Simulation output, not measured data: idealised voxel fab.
Process module under the name voxel tone inversion
For reference, the cross-section in this document is cut, with width 205 nm and square cells of 5 nm.
Each cross-section below is a grid of square cells, stated as bands in top-down order, with one or more rows of cells making up each band. Top, bottom (nm), then materials left to right with widths (nm); lone material tagged "full width" fills the whole band edge to edge; "empty" = empty space. Height datum 0, below which the as-received substrate wafer is one material. Lowest band open at the bottom, running downward: "top 0, no bottom". A width given as "30->40" starts at the first number in the band's top row and ends at the second number in its bottom row, shifting by an equal amount at every step from row to row. When a step is marked "no alteration", none of the cells in the cross-section changed during that step. This entry, "Closed void roster", enumerates those empty regions of no fewer than 8 cells that possess no open connection to the top. Each region is reported in the form width x height at distance, the distance being taken from the left edge, with all three quantities expressed in nm. Read whatever lies past the settings on a step's line as the simulator's own remark about the step. overlay nm: right-of-plan distance of the mask on a masked step; negative values mean left-of-plan.
## Process steps foreseen in the plan
step 1: RECEIVE (material Si)
step 2: CONFORMAL_DEP (material SiCN; thk nm 5)
step 3: DIRECTIONAL_DEP (material polySi; thk nm 20)
step 4: PATTERN (tone cover; mask id POSTS; material resist; width nm 25; pitch nm 50; thk nm 30; overlay nm 0)
step 5: DIRECTIONAL_ETCH (etch materials polySi; depth nm 20)
step 6: STRIP (etch materials resist)
step 7: FILL_DEP (material SiO2; thk nm 10)
step 8: CMP (height nm 25)
step 9: STRIP (etch materials polySi)
step 10: CONFORMAL_DEP (material TiN; thk nm 5)
step 11: FILL_DEP (material Ru; thk nm 10)
step 12: CMP (height nm 15)
step 13: CONFORMAL_DEP (material SiCN; thk nm 5)
For clarity, it should be stated that the wafers under discussion commence in an identical condition and differ with respect to the height nm of step 12, the plan indicating the value that the first wafer had.
## So this is the first of several wafers, cross-sectioned as it came to us, meaning it's at the end of step 1
> top 0, no bottom  Si full width
> Closed void roster: none
## First of several wafers, sectioned at end of module (last step: step 13)
> top 20, bottom 15  SiCN full width
> top 15, bottom 10  15 of SiO2, then 5 of TiN, then 15 of Ru, then 5 of TiN, then 25 of SiO2, then 5 of TiN, then 15 of Ru, then 5 of TiN, then 25 of SiO2, then 5 of TiN, then 15 of Ru, then 5 of TiN, then 25 of SiO2, then 5 of TiN, then 15 of Ru, then 5 of TiN, then 15 of SiO2
> top 10, bottom 5  15 of SiO2, then 25 of TiN, then 25 of SiO2, then 25 of TiN, then 25 of SiO2, then 25 of TiN, then 25 of SiO2, then 25 of TiN, then 15 of SiO2
> top 5, bottom 0  SiCN full width
> top 0, no bottom  Si full width
> Closed void roster: none
## Sectional view of the last wafer upon completion of the module
> top 45, bottom 40  SiCN full width
> top 40, bottom 30  Ru full width
> top 30, bottom 25  20 of TiN, then 15 of Ru, then 35 of TiN, then 15 of Ru, then 35 of TiN, then 15 of Ru, then 35 of TiN, then 15 of Ru, then 20 of TiN
> top 25, bottom 10  15 of SiO2, then 5 of TiN, then 15 of Ru, then 5 of TiN, then 25 of SiO2, then 5 of TiN, then 15 of Ru, then 5 of TiN, then 25 of SiO2, then 5 of TiN, then 15 of Ru, then 5 of TiN, then 25 of SiO2, then 5 of TiN, then 15 of Ru, then 5 of TiN, then 15 of SiO2
> top 10, bottom 5  15 of SiO2, then 25 of TiN, then 25 of SiO2, then 25 of TiN, then 25 of SiO2, then 25 of TiN, then 25 of SiO2, then 25 of TiN, then 15 of SiO2
> top 5, bottom 0  SiCN full width
> top 0, no bottom  Si full width
> Closed void roster: none
## wafer rows; end of module; cells per material since receipt: (+) gained, (-) lost; then closed voids
height nm 15; +12 Ru; +82 SiCN; +42 SiO2; +28 TiN; Closed void roster: none
height nm 20; +24 Ru; +82 SiCN; +63 SiO2; +36 TiN; Closed void roster: none
height nm 25; +36 Ru; +82 SiCN; +84 SiO2; +44 TiN; Closed void roster: none
height nm 30; +48 Ru; +82 SiCN; +84 SiO2; +73 TiN; Closed void roster: none
height nm 35; +89 Ru; +82 SiCN; +84 SiO2; +73 TiN; Closed void roster: none
height nm 40; +130 Ru; +82 SiCN; +84 SiO2; +73 TiN; Closed void roster: none
